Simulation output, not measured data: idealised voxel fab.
process module | voxel gate over fins
cross-section cut | 280 nm wide | cells 5 nm
A cross-section is a grid of square cells, given in bands from the top down. A band is one or more rows of cells.
Each band's line starts with the height of the band's top and of its bottom, in nm. Then come its materials from left to right, each with its width in nm. One material with "throughout" fills the band from edge to edge. "air" is empty space.
Height 0 is the level under which the wafer as received is all one material. The lowest band goes on downwards, as in "0 down".
A width such as "30 to 40" changes by the same amount from each row of cells to the next, from the band's top row to its bottom row.
"no change" after a step means that no cell of the cross-section changed.
closed voids: empty space of 8 cells or more with no open way to the top, each as width x height at its distance from the left edge, in nm
after a step's settings: what the simulator itself notes on the step
overlay nm, on a step with a mask: how far to the right of its planned place the mask lay; to the left if negative
plan
1 op RECEIVE | material Si
2 op CONFORMAL_DEP | material SiN | thk nm 10
3 op DIRECTIONAL_DEP | material aC | thk nm 10
4 op PATTERN | tone cover | mask id FINS | material resist | width nm 15 | pitch nm 60 | thk nm 30 | overlay nm 0
5 op DIRECTIONAL_ETCH | etch materials aC | depth nm 10
6 op STRIP | etch materials resist
7 op DIRECTIONAL_ETCH | etch materials SiN | depth nm 10
8 op DIRECTIONAL_ETCH | etch materials Si | depth nm 35
9 op STRIP | etch materials aC
10 op FILL_DEP | material SiO2 | thk nm 15
11 op CMP | height nm 10
12 op DIRECTIONAL_DEP | material aC | thk nm 10
13 op PATTERN | tone open | mask id RAIL | material resist | width nm 15 | thk nm 25 | overlay nm 0
14 op DIRECTIONAL_ETCH | etch materials aC | depth nm 10
15 op STRIP | etch materials resist
16 op DIRECTIONAL_ETCH | etch materials SiO2 | depth nm 40
17 op STRIP | etch materials aC
18 op CONFORMAL_DEP | material TiN | thk nm 5
19 op FILL_DEP | material W | thk nm 5
20 op CMP | height nm 10
21 op SELECTIVE_ETCH | etch materials W Ru TiN | depth nm 30
22 op FILL_DEP | material SiO2 | thk nm 5
23 op CMP | height nm 10
24 op SELECTIVE_ETCH | etch materials SiO2 | depth nm 25
25 op STRIP | etch materials SiN
26 op CONFORMAL_DEP | material HfO2 | thk nm 5
27 op CONFORMAL_DEP | material TiN | thk nm 5
28 op CONFORMAL_DEP | material TiAl | thk nm 5
29 op CONFORMAL_DEP | material TiN | thk nm 5
30 op FILL_DEP | material W | thk nm 10
31 op CMP | height nm 25
32 op CONFORMAL_DEP | material SiCN | thk nm 10
as received, after step 1
  0 down: Si throughout
  closed voids: none
a wafer at the end: this start, this plan, one mistake
  35 to 25: SiCN throughout
  25 to 20: W throughout
  20 to 15: W 20 | TiAl 55 | W 5 | TiAl 55 | W 5 | TiAl 55 | W 5 | TiAl 55 | W 25
  15 to 5: W 20 | TiAl 5 | TiN 45 | TiAl 5 | W 5 | TiAl 5 | TiN 45 | TiAl 5 | W 5 | TiAl 5 | TiN 45 | TiAl 5 | W 5 | TiAl 5 | TiN 45 | TiAl 5 | W 25
  5 to 0: TiAl 25 | TiN 10 | HfO2 25 | TiN 10 | TiAl 15 | TiN 10 | HfO2 25 | TiN 10 | TiAl 15 | TiN 10 | HfO2 25 | TiN 10 | TiAl 15 | TiN 10 | HfO2 25 | TiN 10 | TiAl 30
  0 to -10: TiN 35 | HfO2 5 | Si 15 | HfO2 5 | TiN 35 | HfO2 5 | Si 15 | HfO2 5 | TiN 35 | HfO2 5 | Si 15 | HfO2 5 | TiN 35 | HfO2 5 | Si 15 | HfO2 5 | TiN 40
  -10 to -15: HfO2 40 | Si 15 | HfO2 45 | Si 15 | HfO2 45 | Si 15 | HfO2 45 | Si 15 | HfO2 45
  -15 to -20: SiO2 40 | Si 15 | SiO2 45 | Si 15 | SiO2 45 | Si 15 | SiO2 45 | Si 15 | SiO2 45
  -20 to -25: SiO2 40 | Si 15 | SiO2 15 | TiN 5 | W 5 | TiN 5 | SiO2 15 | Si 15 | SiO2 45 | Si 15 | SiO2 45 | Si 15 | SiO2 45
  -25 to -30: SiO2 40 | Si 15 | SiO2 15 | TiN 15 | SiO2 15 | Si 15 | SiO2 45 | Si 15 | SiO2 45 | Si 15 | SiO2 45
  -30 to -35: SiO2 40 | Si 15 | SiO2 45 | Si 15 | SiO2 45 | Si 15 | SiO2 45 | Si 15 | SiO2 45
  -35 down: Si throughout
  closed voids: none
what went wrong: steps 28 and 29 were swapped
